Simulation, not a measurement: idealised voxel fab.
The process module that follows is named voxel ribs on slabs.
cross-section cut | 160 nm wide | cells 5 nm
Heads up, the way a cross-section reads in here is a grid of square cells, handed over as bands from the top down, with every band being one or more rows of cells.
Band: top height; bottom height; in nm. Then, left to right: material with width in nm, for each material. "full width": a single material spanning edge to edge. "blank": empty space.
The reference from which all heights are counted is 0, the level beneath which the as-received wafer is entirely one material; the lowest band, having no lower bound, proceeds downward and is written after the example "from 0 down".
Read "30..40" as a graded width: first number on top, second number at the bottom, same change between each pair of neighbouring rows.
Basically "nothing altered" means that step didn't change any cell in the cross-section.
What "Closed cavity list" gives you is every empty space of 8 cells or more that is cut off from the top. Each appears as width x height at distance, with the distance taken from the left edge and width, height and distance all in nm.
Past the settings on a step's line: simulator remark, on that step.
"overlay nm" on a masked step: distance the mask lay right of its planned place, negative for left.
Planned step list for the process:
- 1: RECEIVE with material Si
- 2: DIRECTIONAL_DEP with material SiO2, thk nm 20
- 3: DIRECTIONAL_DEP with material polySi, thk nm 20
- 4: PATTERN with tone cover, mask id RIB, material resist, width nm 30, thk nm 15, overlay nm 0
- 5: DIRECTIONAL_ETCH with etch materials polySi, depth nm 5
- 6: STRIP with etch materials resist
- 7: PATTERN with tone cover, mask id SLAB, material resist, width nm 60, thk nm 20, overlay nm 0
- 8: DIRECTIONAL_ETCH with etch materials polySi, depth nm 15
- 9: STRIP with etch materials resist
- 10: FILL_DEP with material SiO2, thk nm 20
- 11: CMP with height nm 50
- 12: DIRECTIONAL_DEP with material TiN, thk nm 10
- 13: PATTERN with tone cover, mask id HEATER, material resist, width nm 40, thk nm 15, overlay nm 0
- 14: DIRECTIONAL_ETCH with etch materials TiN, depth nm 10
- 15: STRIP with etch materials resist
- 16: CONFORMAL_DEP with material SiO2, thk nm 5
As received (post step 1): cross-section:
  from 0 down = Si full width
  Closed cavity list: none
Below is the wafer in cross-section after the module was completed. It began from the starting point shown above and followed the plan shown above, except that one mistake was made while running it:
  from 60 to 50 = blank=60  TiN=40  blank=60
  from 50 to 40 = SiO2 full width
  from 40 to 35 = SiO2=65  polySi=30  SiO2=65
  from 35 to 20 = SiO2=50  polySi=60  SiO2=50
  from 20 to 0 = SiO2 full width
  from 0 down = Si full width
  Closed cavity list: none
It is concluded that the wafer was processed incorrectly with respect to the plan, in that plan step 16 never ran because it was skipped
